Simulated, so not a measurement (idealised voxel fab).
Module name: voxel self aligned contacts (process module)
175 nm wide, 5 nm square cells: that's cross-section cut.
Cross-sections here: square-cell grids, written as top-down lists of bands, a band being one or more rows of cells. Band: top height; bottom height; in nm. Then, left to right: material with width in nm, for each material. "throughout": a single material spanning edge to edge. "empty": empty space. Beneath 0, the wafer as received is one material, and that level is where height counting begins. The lowest band goes on downward without a bottom; it is written like "top 0, no bottom". When a width is written as two numbers, as in "30 to 40", the first number is the width in the top row of cells of the band and the second is the width in its bottom row, and the width changes by the same amount from each row to the next. A step reported as "same as before" is a step in which no cell of the cross-section changed. Empty spaces without an open route to the top, at least 8 cells in extent, make up the entry "Trapped voids"; each is given as width x height at distance, where the distance is measured from the left edge, and all are in nm. The remark found on a step's line after its settings is issued by the simulator itself and pertains to that step. A step's line can hold "overlay nm"; with a mask on that step, the setting says how far right of the planned place the mask lay, while a negative setting says it lay to the left.
-- The process steps that were planned are listed below
1 op RECEIVE | material Si
2 op OXIDIZE | depth nm 5
3 op DIRECTIONAL_DEP | material polySi | thk nm 25
4 op DIRECTIONAL_DEP | material SiN | thk nm 15
5 op MASKED_ETCH | tone cover | mask id GATE | width nm 25 | pitch nm 65 | etch materials SiN | depth nm 20 | overlay nm 0
6 op MASKED_ETCH | tone cover | mask id GATE | width nm 25 | pitch nm 65 | etch materials polySi | depth nm 25 | overlay nm 0
7 op CONFORMAL_DEP | material SiN | thk nm 10
8 op DIRECTIONAL_ETCH | etch materials SiN | depth nm 10
9 op FILL_DEP | material SiO2 | thk nm 10
10 op CMP | height nm 50
11 op PATTERN | tone open | mask id CONTACT | material resist | width nm 50 | thk nm 15 | overlay nm 0
12 op DIRECTIONAL_ETCH | etch materials SiO2 | depth nm 55
13 op STRIP | etch materials resist
14 op CONFORMAL_DEP | material TiN | thk nm 5
15 op FILL_DEP | material W | thk nm 10
16 op CMP | height nm 50
17 op CONFORMAL_DEP | material SiCN | thk nm 5
Wafers differ in thk nm at step 4; plan lists the first wafer's value; identical starting state.
-- first wafer as received, after step 1
	top 0, no bottom: Si throughout
	Trapped voids: none
-- wafer rows; end of module; cells per material since receipt: (+) gained, (-) lost; then closed voids
thk nm 15, -35 Si, +35 SiCN, +94 SiN, +185 SiO2, +30 TiN, +26 W, +50 polySi, Trapped voids: none
thk nm 20, -35 Si, +35 SiCN, +112 SiN, +173 SiO2, +30 TiN, +20 W, +50 polySi, Trapped voids: none
thk nm 25, -35 Si, +35 SiCN, +107 SiN, +87 SiO2, +10 TiN, +6 W, +175 polySi, Trapped voids: none
thk nm 30, -35 Si, +35 SiCN, +124 SiN, +74 SiO2, +8 TiN, +4 W, +175 polySi, Trapped voids: none
thk nm 35, -35 Si, +35 SiCN, +141 SiN, +61 SiO2, +6 TiN, +2 W, +175 polySi, Trapped voids: none
